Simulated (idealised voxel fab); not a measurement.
Name of the process module below: voxel quadruple lines
We display cut, a cross-section 265 nm in width whose square cells are each 5 nm.
Square cells in a grid make up a cross-section in this document, and the grid is given as bands, listed from the top down, each one or more rows of cells.
Heads up on the band format: heights come first, top then bottom, in nm. After that it's the materials left to right, each with its width in nm. A single material flagged "throughout" fills the whole band edge to edge, and "empty" means there's empty space there.
Below 0: as-received wafer, all one material; heights counted from there. Lowest band: no bottom, goes on down, written "z 0 and below".
Graded width ("30->40"): value in top row of band = first number; value in bottom row = second number; row-to-row change constant.
Key: "no modifications" - step with no changed cell in the cross-section.
Look at "Closed voids list" for the closed voids: empty spaces with no open path to the top, sized 8 cells or up. Each is width x height at distance, distance from the left edge, all nm.
after a step's settings: what the simulator itself notes on the step
Each step line may optionally specify "overlay nm", which for a step with a mask gives the rightward distance between the mask's planned place and where it lay, a negative value indicating the leftward direction.

So here's the lineup of process steps we planned:
1. RECEIVE, material Si
2. CONFORMAL_DEP, material SiO2, thk nm 5
3. DIRECTIONAL_DEP, material W, thk nm 10
4. DIRECTIONAL_DEP, material polySi, thk nm 20
5. DIRECTIONAL_DEP, material aC, thk nm 20
6. PATTERN, tone cover, mask id MANDREL, material resist, width nm 25, pitch nm 80, thk nm 25, overlay nm 0
7. DIRECTIONAL_ETCH, etch materials aC, depth nm 20
8. STRIP, etch materials resist
9. CONFORMAL_DEP, material SiO2, thk nm 15
10. DIRECTIONAL_ETCH, etch materials SiO2, depth nm 15
11. STRIP, etch materials aC
12. DIRECTIONAL_ETCH, etch materials polySi, depth nm 20
13. STRIP, etch materials SiO2
14. CONFORMAL_DEP, material SiN, thk nm 5
15. DIRECTIONAL_ETCH, etch materials SiN, depth nm 5
16. STRIP, etch materials polySi
17. DIRECTIONAL_ETCH, etch materials W, depth nm 10
18. STRIP, etch materials SiN
19. FILL_DEP, material lowk, thk nm 10
20. CMP, height nm 15

Received-state cross-section, reflecting completion of step 1:
* z 0 and below: Si throughout
* Closed voids list: none

Module complete, cross-section. Starting point and plan per above. One mistake made in running the module:
* z 15 to 5: 75 nm lowk; 5 nm W; 25 nm lowk; 5 nm W; 45 nm lowk; 5 nm W; 25 nm lowk; 5 nm W; 75 nm lowk
* z 5 to 0: SiO2 throughout
* z 0 and below: Si throughout
* Closed voids list: none
So what did we get wrong on this run? step 6 did not use the planned setting and instead ran as PATTERN, tone open, mask id MANDREL, material resist, width nm 25, pitch nm 80, thk nm 25, overlay nm 0
